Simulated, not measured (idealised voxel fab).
This section sets out a process module, namely voxel transistor to metal.
Section cut is 160 nm wide and gridded with 5 nm square cells.
Cross-section format: a grid of square cells, given as bands from top to bottom; each band is one or more rows of cells. Top, bottom (nm), then materials left to right with widths (nm); lone material tagged "edge to edge" fills the whole band edge to edge; "blank" = empty space. Heights are reckoned from 0. Under this level, the received wafer is all of one material. The bottommost band is open-ended downward, for example "0..down". So if you see something like "30 to 40" for the width, read it as the top row of the band sitting at the first number and the bottom row at the second, with every row in between moving by the same amount as the last. "everything unchanged" means the step left every cell of the cross-section as it was. The list in "Closed cavities" covers empty spaces of 8 cells or more that cannot reach the top through any open way, and it gives each as width x height at distance; the distance is from the left edge, and width, height and distance are in nm. That trailing text on a step's line, after the settings, is the simulator's own remark on the step. What "overlay nm" on a step's line means: if the step has a mask, that mask lay this far to the right of its planned place, or, when the value is negative, to the left.

[List of planned process steps]
1: RECEIVE: material Si
2: OXIDIZE: depth nm 5
3: CONFORMAL_DEP: material SiN, thk nm 15
4: DIRECTIONAL_DEP: material aC, thk nm 10
5: PATTERN: tone cover, mask id ACTIVE, material resist, width nm 125, thk nm 30, overlay nm 0
6: DIRECTIONAL_ETCH: etch materials aC, depth nm 10
7: STRIP: etch materials resist
8: DIRECTIONAL_ETCH: etch materials SiN, depth nm 15
9: DIRECTIONAL_ETCH: etch materials SiO2, depth nm 5
10: DIRECTIONAL_ETCH: etch materials Si, depth nm 30
11: STRIP: etch materials aC
12: OXIDIZE: depth nm 5
13: FILL_DEP: material SiO2, thk nm 15
14: CMP: height nm 15
15: SELECTIVE_ETCH: etch materials SiO2, depth nm 10
16: STRIP: etch materials SiN
17: SELECTIVE_ETCH: etch materials SiO2, depth nm 5
18: OXIDIZE: depth nm 5
19: DIRECTIONAL_DEP: material polySi, thk nm 20
20: DIRECTIONAL_DEP: material SiCN, thk nm 10
21: DIRECTIONAL_DEP: material aC, thk nm 10
22: PATTERN: tone cover, mask id GATE, material resist, width nm 15, thk nm 30, overlay nm 0
23: DIRECTIONAL_ETCH: etch materials aC, depth nm 10
24: STRIP: etch materials resist
25: DIRECTIONAL_ETCH: etch materials SiCN, depth nm 20
26: DIRECTIONAL_ETCH: etch materials polySi, depth nm 30
27: STRIP: etch materials aC
28: CONFORMAL_DEP: material SiO2, thk nm 5
29: DIRECTIONAL_ETCH: etch materials SiO2, depth nm 5
30: CONFORMAL_DEP: material SiN, thk nm 5
31: DIRECTIONAL_ETCH: etch materials SiN, depth nm 5
32: DIRECTIONAL_ETCH: etch materials SiO2, depth nm 5
33: DIRECTIONAL_ETCH: etch materials Si, depth nm 5
34: EPI: material nSi, thk nm 5
35: FILL_DEP: material SiO2, thk nm 10
36: CMP: height nm 25
37: DIRECTIONAL_DEP: material SiO2, thk nm 15
38: MASKED_ETCH: tone open, mask id CONTACT, width nm 20, pitch nm 85, etch materials SiO2, depth nm 50, overlay nm 0
39: CONFORMAL_DEP: material TiN, thk nm 5
40: FILL_DEP: material Ru, thk nm 5
41: CMP: height nm 40
42: DIRECTIONAL_DEP: material TiN, thk nm 5
43: DIRECTIONAL_DEP: material Ru, thk nm 20
44: PATTERN: tone cover, mask id METAL_1, material resist, width nm 20, pitch nm 85, thk nm 20, overlay nm 0
45: DIRECTIONAL_ETCH: etch materials Ru, depth nm 20
46: DIRECTIONAL_ETCH: etch materials TiN, depth nm 5
47: STRIP: etch materials resist
48: CONFORMAL_DEP: material SiN, thk nm 5
49: FILL_DEP: material SiO2, thk nm 10
50: CMP: height nm 65
51: CONFORMAL_DEP: material SiCN, thk nm 5
Across this set of wafers, the varied parameter is the width nm of step 22. Starting conditions are identical for every wafer, and the plan reports the value assigned to the first wafer.

[Cross-section of the first of several received wafers, showing its state after step 1]
> 0..down  Si edge to edge
> Closed cavities: none

[The table below has one row for each wafer; a row shows, as of the end of the module, how many cells of each material the wafer has gained, marked (+), or lost, marked (-), since it was received, and then the wafer's closed voids]
width nm 15, +68 Ru, -134 Si, +38 SiCN, +54 SiN, +340 SiO2, +52 TiN, +18 nSi, +12 polySi, Closed cavities: none
width nm 20, +68 Ru, -133 Si, +40 SiCN, +54 SiN, +334 SiO2, +52 TiN, +17 nSi, +16 polySi, Closed cavities: none
width nm 25, +68 Ru, -132 Si, +42 SiCN, +54 SiN, +328 SiO2, +52 TiN, +16 nSi, +20 polySi, Closed cavities: none
width nm 30, +68 Ru, -131 Si, +44 SiCN, +54 SiN, +322 SiO2, +52 TiN, +15 nSi, +24 polySi, Closed cavities: none
width nm 35, +68 Ru, -130 Si, +46 SiCN, +54 SiN, +316 SiO2, +52 TiN, +14 nSi, +28 polySi, Closed cavities: none
width nm 40, +67 Ru, -129 Si, +48 SiCN, +54 SiN, +311 SiO2, +52 TiN, +13 nSi, +32 polySi, Closed cavities: none
